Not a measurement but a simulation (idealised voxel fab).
process module | voxel transistor to metal
cross-section cut | 150 nm wide | cells 5 nm
A cross-section is a grid of square cells, given in bands from the top down. A band is one or more rows of cells.
Each band's line starts with the height of the band's top and of its bottom, in nm. Then come its materials from left to right, each with its width in nm. One material with "throughout" fills the band from edge to edge. "air" is empty space.
Height 0 is the level under which the wafer as received is all one material. The lowest band goes on downwards, as in "0 down".
A width such as "30 to 40" changes by the same amount from each row of cells to the next, from the band's top row to its bottom row.
"no change" after a step means that no cell of the cross-section changed.
closed voids: empty space of 8 cells or more with no open way to the top, each as width x height at its distance from the left edge, in nm
after a step's settings: what the simulator itself notes on the step
overlay nm, on a step with a mask: how far to the right of its planned place the mask lay; to the left if negative
plan
1 op RECEIVE | material Si
2 op CONFORMAL_DEP | material SiO2 | thk nm 5
3 op CONFORMAL_DEP | material SiN | thk nm 10
4 op PATTERN | tone cover | mask id ACTIVE | material resist | width nm 90 | thk nm 15 | overlay nm 0
5 op DIRECTIONAL_ETCH | etch materials SiN | depth nm 10
6 op DIRECTIONAL_ETCH | etch materials SiO2 | depth nm 5
7 op DIRECTIONAL_ETCH | etch materials Si | depth nm 30
8 op STRIP | etch materials resist
9 op FILL_DEP | material SiO2 | thk nm 5
10 op CMP | height nm 15
11 op SELECTIVE_ETCH | etch materials SiO2 | depth nm 5
12 op STRIP | etch materials SiN
13 op SELECTIVE_ETCH | etch materials SiO2 | depth nm 5
14 op OXIDIZE | depth nm 5
15 op DIRECTIONAL_DEP | material polySi | thk nm 30
16 op DIRECTIONAL_DEP | material SiCN | thk nm 15
17 op DIRECTIONAL_DEP | material aC | thk nm 15
18 op PATTERN | tone cover | mask id GATE | material resist | width nm 20 | thk nm 35 | overlay nm 0
19 op DIRECTIONAL_ETCH | etch materials aC | depth nm 15
20 op STRIP | etch materials resist
21 op DIRECTIONAL_ETCH | etch materials SiCN | depth nm 25
22 op DIRECTIONAL_ETCH | etch materials polySi | depth nm 40
23 op STRIP | etch materials aC
24 op CONFORMAL_DEP | material SiN | thk nm 5
25 op DIRECTIONAL_ETCH | etch materials SiN | depth nm 5
26 op DIRECTIONAL_ETCH | etch materials SiO2 | depth nm 5
27 op DIRECTIONAL_ETCH | etch materials Si | depth nm 10
28 op EPI | material SiGe | thk nm 15
29 op FILL_DEP | material SiO2 | thk nm 10
30 op CMP | height nm 45
31 op DIRECTIONAL_DEP | material SiO2 | thk nm 15
32 op DIRECTIONAL_DEP | material aC | thk nm 15
33 op PATTERN | tone open | mask id CONTACT | material resist | width nm 15 | pitch nm 65 | thk nm 35 | overlay nm 0
34 op DIRECTIONAL_ETCH | etch materials aC | depth nm 15
35 op STRIP | etch materials resist
36 op DIRECTIONAL_ETCH | etch materials SiO2 | depth nm 60
37 op STRIP | etch materials aC
38 op CONFORMAL_DEP | material TiN | thk nm 5
39 op FILL_DEP | material Ru | thk nm 5
40 op CMP | height nm 60
41 op CONFORMAL_DEP | material SiN | thk nm 5
42 op DIRECTIONAL_DEP | material SiO2 | thk nm 25
43 op MASKED_ETCH | tone open | mask id METAL_1 | width nm 15 | pitch nm 65 | etch materials SiO2 | depth nm 25 | overlay nm 0
44 op MASKED_ETCH | tone open | mask id METAL_1 | width nm 15 | pitch nm 65 | etch materials SiN | depth nm 5 | overlay nm 0
45 op CONFORMAL_DEP | material TiN | thk nm 5
46 op FILL_DEP | material Ru | thk nm 5
47 op CMP | height nm 90
48 op CONFORMAL_DEP | material SiCN | thk nm 5
first wafer, as planned
as received, after step 1
  0 down: Si throughout
  closed voids: none
after step 2
  5 to 0: SiO2 throughout
  below 0: unchanged
after step 3
  15 to 5: SiN throughout
  below 5: unchanged
after step 4
  30 to 15: air 30 | resist 90 | air 30
  below 15: unchanged
after step 5
  30 to 15: air 30 | resist 90 | air 30
  15 to 5: air 30 | SiN 90 | air 30
  below 5: unchanged
after step 6
  30 to 15: air 30 | resist 90 | air 30
  15 to 5: air 30 | SiN 90 | air 30
  5 to 0: air 30 | SiO2 90 | air 30
  below 0: unchanged
after step 7
  30 to 15: air 30 | resist 90 | air 30
  15 to 5: air 30 | SiN 90 | air 30
  5 to 0: air 30 | SiO2 90 | air 30
  0 to -30: air 30 | Si 90 | air 30
  below -30: unchanged
after step 8
  15 to 5: air 30 | SiN 90 | air 30
  below 5: unchanged
after step 9
  20 to 15: SiO2 throughout
  15 to 5: SiO2 30 | SiN 90 | SiO2 30
  5 to 0: SiO2 throughout
  0 to -30: SiO2 30 | Si 90 | SiO2 30
  below -30: unchanged
after step 10
  15 to 5: SiO2 30 | SiN 90 | SiO2 30
  below 5: unchanged
after step 11
  15 to 10: air 30 | SiN 90 | air 30
  below 10: unchanged
after step 12
  10 to 5: SiO2 30 | air 90 | SiO2 30
  below 5: unchanged
after step 13
  5 to 0: SiO2 25 | air 100 | SiO2 25
  below 0: unchanged
after step 14
  5 to 0: SiO2 25 | air 100 | SiO2 25
  0 to -5: SiO2 throughout
  below -5: unchanged
after step 15
  35 to 30: polySi 25 | air 100 | polySi 25
  30 to 5: polySi throughout
  5 to 0: SiO2 25 | polySi 100 | SiO2 25
  below 0: unchanged
after step 16
  50 to 45: SiCN 25 | air 100 | SiCN 25
  45 to 35: SiCN throughout
  35 to 30: polySi 25 | SiCN 100 | polySi 25
  below 30: unchanged
after step 17
  65 to 60: aC 25 | air 100 | aC 25
  60 to 50: aC throughout
  50 to 45: SiCN 25 | aC 100 | SiCN 25
  below 45: unchanged
after step 18
  100 to 65: air 65 | resist 20 | air 65
  65 to 60: aC 25 | air 40 | resist 20 | air 40 | aC 25
  below 60: unchanged
after step 19
  85 to 60: air 65 | resist 20 | air 65
  60 to 50: air 65 | aC 20 | air 65
  50 to 45: SiCN 25 | air 40 | aC 20 | air 40 | SiCN 25
  below 45: unchanged
after step 20
  60 to 50: air 65 | aC 20 | air 65
  below 50: unchanged
after step 21
  60 to 45: air 65 | aC 20 | air 65
  45 to 35: air 65 | SiCN 20 | air 65
  35 to 30: polySi 25 | air 40 | SiCN 20 | air 40 | polySi 25
  below 30: unchanged
after step 22
  60 to 45: air 65 | aC 20 | air 65
  45 to 30: air 65 | SiCN 20 | air 65
  30 to 5: air 65 | polySi 20 | air 65
  5 to 0: SiO2 25 | air 40 | polySi 20 | air 40 | SiO2 25
  below 0: unchanged
after step 23
  45 to 30: air 65 | SiCN 20 | air 65
  below 30: unchanged
after step 24
  50 to 45: air 60 | SiN 30 | air 60
  45 to 30: air 60 | SiN 5 | SiCN 20 | SiN 5 | air 60
  30 to 10: air 60 | SiN 5 | polySi 20 | SiN 5 | air 60
  10 to 5: SiN 30 | air 30 | SiN 5 | polySi 20 | SiN 5 | air 30 | SiN 30
  5 to 0: SiO2 25 | SiN 40 | polySi 20 | SiN 40 | SiO2 25
  below 0: unchanged
after step 25
  45 to 30: air 60 | SiN 5 | SiCN 20 | SiN 5 | air 60
  30 to 5: air 60 | SiN 5 | polySi 20 | SiN 5 | air 60
  5 to 0: SiO2 25 | SiN 5 | air 30 | SiN 5 | polySi 20 | SiN 5 | air 30 | SiN 5 | SiO2 25
  below 0: unchanged
after step 26
  45 to 30: air 60 | SiN 5 | SiCN 20 | SiN 5 | air 60
  30 to 5: air 60 | SiN 5 | polySi 20 | SiN 5 | air 60
  5 to 0: air 25 | SiN 5 | air 30 | SiN 5 | polySi 20 | SiN 5 | air 30 | SiN 5 | air 25
  0 to -5: SiO2 30 | air 30 | SiO2 30 | air 30 | SiO2 30
  below -5: unchanged
after step 27
  45 to 30: air 60 | SiN 5 | SiCN 20 | SiN 5 | air 60
  30 to 5: air 60 | SiN 5 | polySi 20 | SiN 5 | air 60
  5 to 0: air 25 | SiN 5 | air 30 | SiN 5 | polySi 20 | SiN 5 | air 30 | SiN 5 | air 25
  0 to -5: SiO2 30 | air 30 | SiO2 30 | air 30 | SiO2 30
  -5 to -15: SiO2 30 | air 30 | Si 30 | air 30 | SiO2 30
  below -15: unchanged
after step 28
  45 to 30: air 60 | SiN 5 | SiCN 20 | SiN 5 | air 60
  30 to 10: air 60 | SiN 5 | polySi 20 | SiN 5 | air 60
  10 to 5: air 45 | SiGe 15 | SiN 5 | polySi 20 | SiN 5 | SiGe 15 | air 45
  5 to 0: air 25 | SiN 5 | air 15 | SiGe 15 | SiN 5 | polySi 20 | SiN 5 | SiGe 15 | air 15 | SiN 5 | air 25
  0 to -5: SiO2 30 | SiGe 30 | SiO2 30 | SiGe 30 | SiO2 30
  -5 to -15: SiO2 30 | SiGe 30 | Si 30 | SiGe 30 | SiO2 30
  below -15: unchanged
after step 29
  55 to 45: SiO2 throughout
  45 to 30: SiO2 60 | SiN 5 | SiCN 20 | SiN 5 | SiO2 60
  30 to 10: SiO2 60 | SiN 5 | polySi 20 | SiN 5 | SiO2 60
  10 to 5: SiO2 45 | SiGe 15 | SiN 5 | polySi 20 | SiN 5 | SiGe 15 | SiO2 45
  5 to 0: SiO2 25 | SiN 5 | SiO2 15 | SiGe 15 | SiN 5 | polySi 20 | SiN 5 | SiGe 15 | SiO2 15 | SiN 5 | SiO2 25
  below 0: unchanged
after step 30
  45 to 30: SiO2 60 | SiN 5 | SiCN 20 | SiN 5 | SiO2 60
  below 30: unchanged
after step 31
  60 to 45: SiO2 throughout
  below 45: unchanged
after step 32
  75 to 60: aC throughout
  below 60: unchanged
after step 33
  110 to 75: resist 35 | air 15 | resist 50 | air 15 | resist 35
  below 75: unchanged
after step 34
  95 to 75: resist 35 | air 15 | resist 50 | air 15 | resist 35
  75 to 60: aC 35 | air 15 | aC 50 | air 15 | aC 35
  below 60: unchanged
after step 35
  75 to 60: aC 35 | air 15 | aC 50 | air 15 | aC 35
  below 60: unchanged
after step 36
  75 to 60: aC 35 | air 15 | aC 50 | air 15 | aC 35
  60 to 45: SiO2 35 | air 15 | SiO2 50 | air 15 | SiO2 35
  45 to 30: SiO2 35 | air 15 | SiO2 10 | SiN 5 | SiCN 20 | SiN 5 | SiO2 10 | air 15 | SiO2 35
  30 to 10: SiO2 35 | air 15 | SiO2 10 | SiN 5 | polySi 20 | SiN 5 | SiO2 10 | air 15 | SiO2 35
  10 to 5: SiO2 35 | air 10 | SiGe 15 | SiN 5 | polySi 20 | SiN 5 | SiGe 15 | air 10 | SiO2 35
  5 to 0: SiO2 25 | SiN 5 | SiO2 5 | air 10 | SiGe 15 | SiN 5 | polySi 20 | SiN 5 | SiGe 15 | air 10 | SiO2 5 | SiN 5 | SiO2 25
  below 0: unchanged
after step 37
  60 to 45: SiO2 35 | air 15 | SiO2 50 | air 15 | SiO2 35
  below 45: unchanged
after step 38
  65 to 60: TiN 40 | air 5 | TiN 60 | air 5 | TiN 40
  60 to 45: SiO2 35 | TiN 5 | air 5 | TiN 5 | SiO2 50 | TiN 5 | air 5 | TiN 5 | SiO2 35
  45 to 30: SiO2 35 | TiN 5 | air 5 | TiN 5 | SiO2 10 | SiN 5 | SiCN 20 | SiN 5 | SiO2 10 | TiN 5 | air 5 | TiN 5 | SiO2 35
  30 to 15: SiO2 35 | TiN 5 | air 5 | TiN 5 | SiO2 10 | SiN 5 | polySi 20 | SiN 5 | SiO2 10 | TiN 5 | air 5 | TiN 5 | SiO2 35
  15 to 10: SiO2 35 | TiN 15 | SiO2 10 | SiN 5 | polySi 20 | SiN 5 | SiO2 10 | TiN 15 | SiO2 35
  10 to 5: SiO2 35 | TiN 10 | SiGe 15 | SiN 5 | polySi 20 | SiN 5 | SiGe 15 | TiN 10 | SiO2 35
  5 to 0: SiO2 25 | SiN 5 | SiO2 5 | TiN 10 | SiGe 15 | SiN 5 | polySi 20 | SiN 5 | SiGe 15 | TiN 10 | SiO2 5 | SiN 5 | SiO2 25
  below 0: unchanged
after step 39
  70 to 65: Ru throughout
  65 to 60: TiN 40 | Ru 5 | TiN 60 | Ru 5 | TiN 40
  60 to 45: SiO2 35 | TiN 5 | Ru 5 | TiN 5 | SiO2 50 | TiN 5 | Ru 5 | TiN 5 | SiO2 35
  45 to 30: SiO2 35 | TiN 5 | Ru 5 | TiN 5 | SiO2 10 | SiN 5 | SiCN 20 | SiN 5 | SiO2 10 | TiN 5 | Ru 5 | TiN 5 | SiO2 35
  30 to 15: SiO2 35 | TiN 5 | Ru 5 | TiN 5 | SiO2 10 | SiN 5 | polySi 20 | SiN 5 | SiO2 10 | TiN 5 | Ru 5 | TiN 5 | SiO2 35
  below 15: unchanged
after step 40
  60 to 45: SiO2 35 | TiN 5 | Ru 5 | TiN 5 | SiO2 50 | TiN 5 | Ru 5 | TiN 5 | SiO2 35
  below 45: unchanged
after step 41
  65 to 60: SiN throughout
  below 60: unchanged
after step 42
  90 to 65: SiO2 throughout
  below 65: unchanged
after step 43
  90 to 65: SiO2 35 | air 15 | SiO2 50 | air 15 | SiO2 35
  below 65: unchanged
after step 44
  90 to 65: SiO2 35 | air 15 | SiO2 50 | air 15 | SiO2 35
  65 to 60: SiN 35 | air 15 | SiN 50 | air 15 | SiN 35
  below 60: unchanged
after step 45
  95 to 90: TiN 40 | air 5 | TiN 60 | air 5 | TiN 40
  90 to 65: SiO2 35 | TiN 5 | air 5 | TiN 5 | SiO2 50 | TiN 5 | air 5 | TiN 5 | SiO2 35
  65 to 60: SiN 35 | TiN 15 | SiN 50 | TiN 15 | SiN 35
  below 60: unchanged
after step 46
  100 to 95: Ru throughout
  95 to 90: TiN 40 | Ru 5 | TiN 60 | Ru 5 | TiN 40
  90 to 65: SiO2 35 | TiN 5 | Ru 5 | TiN 5 | SiO2 50 | TiN 5 | Ru 5 | TiN 5 | SiO2 35
  below 65: unchanged
after step 47
  90 to 65: SiO2 35 | TiN 5 | Ru 5 | TiN 5 | SiO2 50 | TiN 5 | Ru 5 | TiN 5 | SiO2 35
  below 65: unchanged
after step 48
  95 to 90: SiCN throughout
  below 90: unchanged
second wafer: like start, like plan, one mistake. Through step 32 it matches the first wafer
when step 33 should have ended
  110 to 75: resist 30 | air 15 | resist 50 | air 15 | resist 40
  below 75: unchanged
when step 34 should have ended
  95 to 75: resist 30 | air 15 | resist 50 | air 15 | resist 40
  75 to 60: aC 30 | air 15 | aC 50 | air 15 | aC 40
  below 60: unchanged
when step 35 should have ended
  75 to 60: aC 30 | air 15 | aC 50 | air 15 | aC 40
  below 60: unchanged
when step 36 should have ended
  75 to 60: aC 30 | air 15 | aC 50 | air 15 | aC 40
  60 to 45: SiO2 30 | air 15 | SiO2 50 | air 15 | SiO2 40
  45 to 30: SiO2 30 | air 15 | SiO2 15 | SiN 5 | SiCN 20 | SiN 5 | SiO2 5 | air 15 | SiO2 40
  30 to 10: SiO2 30 | air 15 | SiO2 15 | SiN 5 | polySi 20 | SiN 5 | SiO2 5 | air 15 | SiO2 40
  10 to 5: SiO2 30 | air 15 | SiGe 15 | SiN 5 | polySi 20 | SiN 5 | SiGe 15 | air 5 | SiO2 40
  5 to 0: SiO2 25 | SiN 5 | air 15 | SiGe 15 | SiN 5 | polySi 20 | SiN 5 | SiGe 15 | air 5 | SiO2 10 | SiN 5 | SiO2 25
  below 0: unchanged
when step 37 should have ended
  60 to 45: SiO2 30 | air 15 | SiO2 50 | air 15 | SiO2 40
  below 45: unchanged
when step 38 should have ended
  65 to 60: TiN 35 | air 5 | TiN 60 | air 5 | TiN 45
  60 to 45: SiO2 30 | TiN 5 | air 5 | TiN 5 | SiO2 50 | TiN 5 | air 5 | TiN 5 | SiO2 40
  45 to 30: SiO2 30 | TiN 5 | air 5 | TiN 5 | SiO2 15 | SiN 5 | SiCN 20 | SiN 5 | SiO2 5 | TiN 5 | air 5 | TiN 5 | SiO2 40
  30 to 15: SiO2 30 | TiN 5 | air 5 | TiN 5 | SiO2 15 | SiN 5 | polySi 20 | SiN 5 | SiO2 5 | TiN 5 | air 5 | TiN 5 | SiO2 40
  15 to 10: SiO2 30 | TiN 5 | air 5 | TiN 5 | SiO2 15 | SiN 5 | polySi 20 | SiN 5 | SiO2 5 | TiN 15 | SiO2 40
  10 to 5: SiO2 30 | TiN 5 | air 5 | TiN 5 | SiGe 15 | SiN 5 | polySi 20 | SiN 5 | SiGe 15 | TiN 5 | SiO2 40
  5 to 0: SiO2 25 | SiN 5 | TiN 15 | SiGe 15 | SiN 5 | polySi 20 | SiN 5 | SiGe 15 | TiN 5 | SiO2 10 | SiN 5 | SiO2 25
  below 0: unchanged
when step 39 should have ended
  70 to 65: Ru throughout
  65 to 60: TiN 35 | Ru 5 | TiN 60 | Ru 5 | TiN 45
  60 to 45: SiO2 30 | TiN 5 | Ru 5 | TiN 5 | SiO2 50 | TiN 5 | Ru 5 | TiN 5 | SiO2 40
  45 to 30: SiO2 30 | TiN 5 | Ru 5 | TiN 5 | SiO2 15 | SiN 5 | SiCN 20 | SiN 5 | SiO2 5 | TiN 5 | Ru 5 | TiN 5 | SiO2 40
  30 to 15: SiO2 30 | TiN 5 | Ru 5 | TiN 5 | SiO2 15 | SiN 5 | polySi 20 | SiN 5 | SiO2 5 | TiN 5 | Ru 5 | TiN 5 | SiO2 40
  15 to 10: SiO2 30 | TiN 5 | Ru 5 | TiN 5 | SiO2 15 | SiN 5 | polySi 20 | SiN 5 | SiO2 5 | TiN 15 | SiO2 40
  10 to 5: SiO2 30 | TiN 5 | Ru 5 | TiN 5 | SiGe 15 | SiN 5 | polySi 20 | SiN 5 | SiGe 15 | TiN 5 | SiO2 40
  below 5: unchanged
when step 40 should have ended
  60 to 45: SiO2 30 | TiN 5 | Ru 5 | TiN 5 | SiO2 50 | TiN 5 | Ru 5 | TiN 5 | SiO2 40
  below 45: unchanged
when step 41 should have ended
  65 to 60: SiN throughout
  below 60: unchanged
when step 42 should have ended
  90 to 65: SiO2 throughout
  below 65: unchanged
when step 43 should have ended
  90 to 65: SiO2 35 | air 15 | SiO2 50 | air 15 | SiO2 35
  below 65: unchanged
when step 44 should have ended
  90 to 65: SiO2 35 | air 15 | SiO2 50 | air 15 | SiO2 35
  65 to 60: SiN 35 | air 15 | SiN 50 | air 15 | SiN 35
  below 60: unchanged
when step 45 should have ended
  95 to 90: TiN 40 | air 5 | TiN 60 | air 5 | TiN 40
  90 to 65: SiO2 35 | TiN 5 | air 5 | TiN 5 | SiO2 50 | TiN 5 | air 5 | TiN 5 | SiO2 35
  65 to 60: SiN 35 | TiN 15 | SiN 50 | TiN 15 | SiN 35
  below 60: unchanged
when step 46 should have ended
  100 to 95: Ru throughout
  95 to 90: TiN 40 | Ru 5 | TiN 60 | Ru 5 | TiN 40
  90 to 65: SiO2 35 | TiN 5 | Ru 5 | TiN 5 | SiO2 50 | TiN 5 | Ru 5 | TiN 5 | SiO2 35
  below 65: unchanged
when step 47 should have ended
  90 to 65: SiO2 35 | TiN 5 | Ru 5 | TiN 5 | SiO2 50 | TiN 5 | Ru 5 | TiN 5 | SiO2 35
  below 65: unchanged
when step 48 should have ended
  95 to 90: SiCN throughout
  below 90: unchanged
what went wrong: step 33 ran as: op PATTERN | tone open | mask id CONTACT | material resist | width nm 15 | pitch nm 65 | thk nm 35 | overlay nm -5
at the end the second wafer has, in cells: 2 more of Ru | 2 fewer of TiN
